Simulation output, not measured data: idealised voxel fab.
process module | voxel air gaps
We display cut, a cross-section 210 nm in width whose square cells are each 5 nm.
The cross-sections in this document take the form of a grid made of square cells. They are written out as bands, in order from top to bottom. Each band consists of one or more rows of cells.
In this notation a band is specified by the heights of its top and bottom, in that order and in nm, after which its materials appear from left to right, each paired with its width in nm. The word "all across" attached to a single material means that material fills the band from edge to edge; the word "air" stands for empty space.
Height reference: 0 = level under which incoming wafer is all one material. Lowest band: no bottom, runs on downward, e.g. "0 and below".
You'd read "30->40" like this: the band's top row of cells is as wide as the first number, its bottom row is as wide as the second, and going down, every row changes width by the same amount as the row before did.
Step note "no modification" = no cross-section cell changed.
Any empty space of 8 cells or more lacking an open way to the top shows up in "Closed void list" as width x height at distance, distance from the left edge, in nm.
What comes after the settings on a step's line is commentary from the simulator itself on that step.
overlay nm: right-of-plan distance of the mask on a masked step; negative values mean left-of-plan.

Below is the list of planned process steps:
1 RECEIVE,material Si
2 CONFORMAL_DEP,material SiO2,thk nm 10
3 CONFORMAL_DEP,material SiN,thk nm 5
4 DIRECTIONAL_DEP,material SiO2,thk nm 35
5 MASKED_ETCH,tone open,mask id LINES,width nm 15,pitch nm 40,etch materials SiO2,depth nm 35,overlay nm 0
6 CONFORMAL_DEP,material TiN,thk nm 5
7 FILL_DEP,material Cu,thk nm 5
8 CMP,height nm 50
9 EPI,material Ru,thk nm 10
10 SELECTIVE_ETCH,etch materials SiO2,depth nm 45
11 CONFORMAL_DEP,material SiCN,thk nm 5

First wafer, as planned:

As-received state of the wafer in cross-section, equivalent to post-step 1:
	0 and below  Si all across
	Closed void list: none

Cross-section: wafer state after step 2:
	10 down to 0  SiO2 all across
	Heights below 0 show no change.

Cross-section: wafer state after step 3:
	15 down to 10  SiN all across
	Heights below 10 show no change.

Cross-section: wafer state after step 4:
	50 down to 15  SiO2 all across
	Heights below 15 show no change.

Cross-section: wafer state after step 5:
	50 down to 15  SiO2=55; air=15; SiO2=25; air=15; SiO2=25; air=15; SiO2=60
	Heights below 15 show no change.

Cross-section: wafer state after step 6:
	55 down to 50  TiN=60; air=5; TiN=35; air=5; TiN=35; air=5; TiN=65
	50 down to 20  SiO2=55; TiN=5; air=5; TiN=5; SiO2=25; TiN=5; air=5; TiN=5; SiO2=25; TiN=5; air=5; TiN=5; SiO2=60
	20 down to 15  SiO2=55; TiN=15; SiO2=25; TiN=15; SiO2=25; TiN=15; SiO2=60
	Heights below 15 show no change.

Cross-section: wafer state after step 7:
	60 down to 55  Cu all across
	55 down to 50  TiN=60; Cu=5; TiN=35; Cu=5; TiN=35; Cu=5; TiN=65
	50 down to 20  SiO2=55; TiN=5; Cu=5; TiN=5; SiO2=25; TiN=5; Cu=5; TiN=5; SiO2=25; TiN=5; Cu=5; TiN=5; SiO2=60
	Heights below 20 show no change.

Cross-section: wafer state after step 8:
	50 down to 20  SiO2=55; TiN=5; Cu=5; TiN=5; SiO2=25; TiN=5; Cu=5; TiN=5; SiO2=25; TiN=5; Cu=5; TiN=5; SiO2=60
	Heights below 20 show no change.

Cross-section: wafer state after step 9:
	60 down to 50  air=45; Ru=35; air=5; Ru=35; air=5; Ru=35; air=50
	Heights below 50 show no change.

Cross-section: wafer state after step 10:
	60 down to 50  air=45; Ru=35; air=5; Ru=35; air=5; Ru=35; air=50
	50 down to 20  air=55; TiN=5; Cu=5; TiN=5; air=25; TiN=5; Cu=5; TiN=5; air=25; TiN=5; Cu=5; TiN=5; air=60
	20 down to 15  air=55; TiN=15; air=25; TiN=15; air=25; TiN=15; air=60
	Heights below 15 show no change.

Cross-section: wafer state after step 11:
	65 down to 60  air=40; SiCN=125; air=45
	60 down to 50  air=40; SiCN=5; Ru=35; SiCN=5; Ru=35; SiCN=5; Ru=35; SiCN=5; air=45
	50 down to 45  air=40; SiCN=15; TiN=5; Cu=5; TiN=5; SiCN=25; TiN=5; Cu=5; TiN=5; SiCN=25; TiN=5; Cu=5; TiN=5; SiCN=15; air=45
	45 down to 20  air=50; SiCN=5; TiN=5; Cu=5; TiN=5; SiCN=5; air=15; SiCN=5; TiN=5; Cu=5; TiN=5; SiCN=5; air=15; SiCN=5; TiN=5; Cu=5; TiN=5; SiCN=5; air=55
	20 down to 15  SiCN=55; TiN=15; SiCN=25; TiN=15; SiCN=25; TiN=15; SiCN=60
	Heights below 15 show no change.
	Closed void list: 15 x 25 at 75; 15 x 25 at 115

Wafer two of the pair: same origin, same plan, one error during the run; identical to wafer one up to and including step 1:

At the planned end of step 2, the second wafer in cross-section:
	10 down to 0  TiN all across
	Heights below 0 show no change.

At the planned end of step 3, the second wafer in cross-section:
	15 down to 10  SiN all across
	Heights below 10 show no change.

At the planned end of step 4, the second wafer in cross-section:
	50 down to 15  SiO2 all across
	Heights below 15 show no change.

At the planned end of step 5, the second wafer in cross-section:
	50 down to 15  SiO2=55; air=15; SiO2=25; air=15; SiO2=25; air=15; SiO2=60
	Heights below 15 show no change.

At the planned end of step 6, the second wafer in cross-section:
	55 down to 50  TiN=60; air=5; TiN=35; air=5; TiN=35; air=5; TiN=65
	50 down to 20  SiO2=55; TiN=5; air=5; TiN=5; SiO2=25; TiN=5; air=5; TiN=5; SiO2=25; TiN=5; air=5; TiN=5; SiO2=60
	20 down to 15  SiO2=55; TiN=15; SiO2=25; TiN=15; SiO2=25; TiN=15; SiO2=60
	Heights below 15 show no change.

At the planned end of step 7, the second wafer in cross-section:
	60 down to 55  Cu all across
	55 down to 50  TiN=60; Cu=5; TiN=35; Cu=5; TiN=35; Cu=5; TiN=65
	50 down to 20  SiO2=55; TiN=5; Cu=5; TiN=5; SiO2=25; TiN=5; Cu=5; TiN=5; SiO2=25; TiN=5; Cu=5; TiN=5; SiO2=60
	Heights below 20 show no change.

At the planned end of step 8, the second wafer in cross-section:
	50 down to 20  SiO2=55; TiN=5; Cu=5; TiN=5; SiO2=25; TiN=5; Cu=5; TiN=5; SiO2=25; TiN=5; Cu=5; TiN=5; SiO2=60
	Heights below 20 show no change.

At the planned end of step 9, the second wafer in cross-section:
	60 down to 50  air=45; Ru=35; air=5; Ru=35; air=5; Ru=35; air=50
	Heights below 50 show no change.

At the planned end of step 10, the second wafer in cross-section:
	60 down to 50  air=45; Ru=35; air=5; Ru=35; air=5; Ru=35; air=50
	50 down to 20  air=55; TiN=5; Cu=5; TiN=5; air=25; TiN=5; Cu=5; TiN=5; air=25; TiN=5; Cu=5; TiN=5; air=60
	20 down to 15  air=55; TiN=15; air=25; TiN=15; air=25; TiN=15; air=60
	Heights below 15 show no change.

At the planned end of step 11, the second wafer in cross-section:
	65 down to 60  air=40; SiCN=125; air=45
	60 down to 50  air=40; SiCN=5; Ru=35; SiCN=5; Ru=35; SiCN=5; Ru=35; SiCN=5; air=45
	50 down to 45  air=40; SiCN=15; TiN=5; Cu=5; TiN=5; SiCN=25; TiN=5; Cu=5; TiN=5; SiCN=25; TiN=5; Cu=5; TiN=5; SiCN=15; air=45
	45 down to 20  air=50; SiCN=5; TiN=5; Cu=5; TiN=5; SiCN=5; air=15; SiCN=5; TiN=5; Cu=5; TiN=5; SiCN=5; air=15; SiCN=5; TiN=5; Cu=5; TiN=5; SiCN=5; air=55
	20 down to 15  SiCN=55; TiN=15; SiCN=25; TiN=15; SiCN=25; TiN=15; SiCN=60
	Heights below 15 show no change.
	Closed void list: 15 x 25 at 75; 15 x 25 at 115
what went wrong: for step 2, the planned setting was not used; the step was instead run as CONFORMAL_DEP,material TiN,thk nm 10
Final difference in cells, second wafer against first, listed per material as more or fewer: SiO2: 84 fewer | TiN: 84 more
